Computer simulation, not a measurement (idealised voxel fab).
process module | voxel self aligned vias
cross-section cut | 240 nm wide | cells 5 nm
A cross-section is a grid of square cells, given in bands from the top down. A band is one or more rows of cells.
Each band's line starts with the height of the band's top and of its bottom, in nm. Then come its materials from left to right, each with its width in nm. One material with "throughout" fills the band from edge to edge. "air" is empty space.
Height 0 is the level under which the wafer as received is all one material. The lowest band goes on downwards, as in "0 down".
A width such as "30 to 40" changes by the same amount from each row of cells to the next, from the band's top row to its bottom row.
"no change" after a step means that no cell of the cross-section changed.
closed voids: empty space of 8 cells or more with no open way to the top, each as width x height at its distance from the left edge, in nm
after a step's settings: what the simulator itself notes on the step
overlay nm, on a step with a mask: how far to the right of its planned place the mask lay; to the left if negative
plan
1 op RECEIVE | material Si
2 op CONFORMAL_DEP | material SiO2 | thk nm 15
3 op CONFORMAL_DEP | material SiCN | thk nm 5
4 op DIRECTIONAL_DEP | material lowk | thk nm 25
5 op MASKED_ETCH | tone open | mask id LINES | width nm 30 | pitch nm 65 | etch materials lowk | depth nm 25 | overlay nm -15
6 op CONFORMAL_DEP | material TiN | thk nm 5
7 op FILL_DEP | material W | thk nm 10
8 op CMP | height nm 45
9 op SELECTIVE_ETCH | etch materials W Ru TiN | depth nm 10
10 op FILL_DEP | material SiN | thk nm 5
11 op CMP | height nm 45
12 op DIRECTIONAL_DEP | material lowk | thk nm 20
13 op PATTERN | tone open | mask id VIAS | material resist | width nm 40 | pitch nm 65 | thk nm 15 | overlay nm 0
14 op DIRECTIONAL_ETCH | etch materials lowk | depth nm 20
15 op DIRECTIONAL_ETCH | etch materials SiN | depth nm 10
16 op STRIP | etch materials resist
17 op CONFORMAL_DEP | material TiN | thk nm 5
18 op FILL_DEP | material Cu | thk nm 5
19 op CMP | height nm 65
20 op CONFORMAL_DEP | material SiCN | thk nm 5
varied across the wafers: overlay nm of step 5. The plan shows the first wafer's value. All wafers start alike
first wafer as received, after step 1
  0 down: Si throughout
  closed voids: none
each wafer at the end: cells of each material gained (+) or lost (-) since it was received, then its closed voids
overlay nm -15 | +66 Cu | +96 SiCN | +12 SiN | +144 SiO2 | +84 TiN | +24 W | +246 lowk | closed voids: none
overlay nm -10 | +72 Cu | +96 SiCN | +6 SiN | +144 SiO2 | +84 TiN | +24 W | +246 lowk | closed voids: none
overlay nm -5 | +78 Cu | +96 SiCN | +144 SiO2 | +84 TiN | +24 W | +246 lowk | closed voids: none
overlay nm 0 | +78 Cu | +96 SiCN | +144 SiO2 | +84 TiN | +24 W | +246 lowk | closed voids: none
overlay nm 5 | +78 Cu | +96 SiCN | +144 SiO2 | +84 TiN | +24 W | +246 lowk | closed voids: none
overlay nm 10 | +72 Cu | +96 SiCN | +6 SiN | +144 SiO2 | +84 TiN | +24 W | +246 lowk | closed voids: none
overlay nm 15 | +66 Cu | +96 SiCN | +12 SiN | +144 SiO2 | +84 TiN | +24 W | +246 lowk | closed voids: none
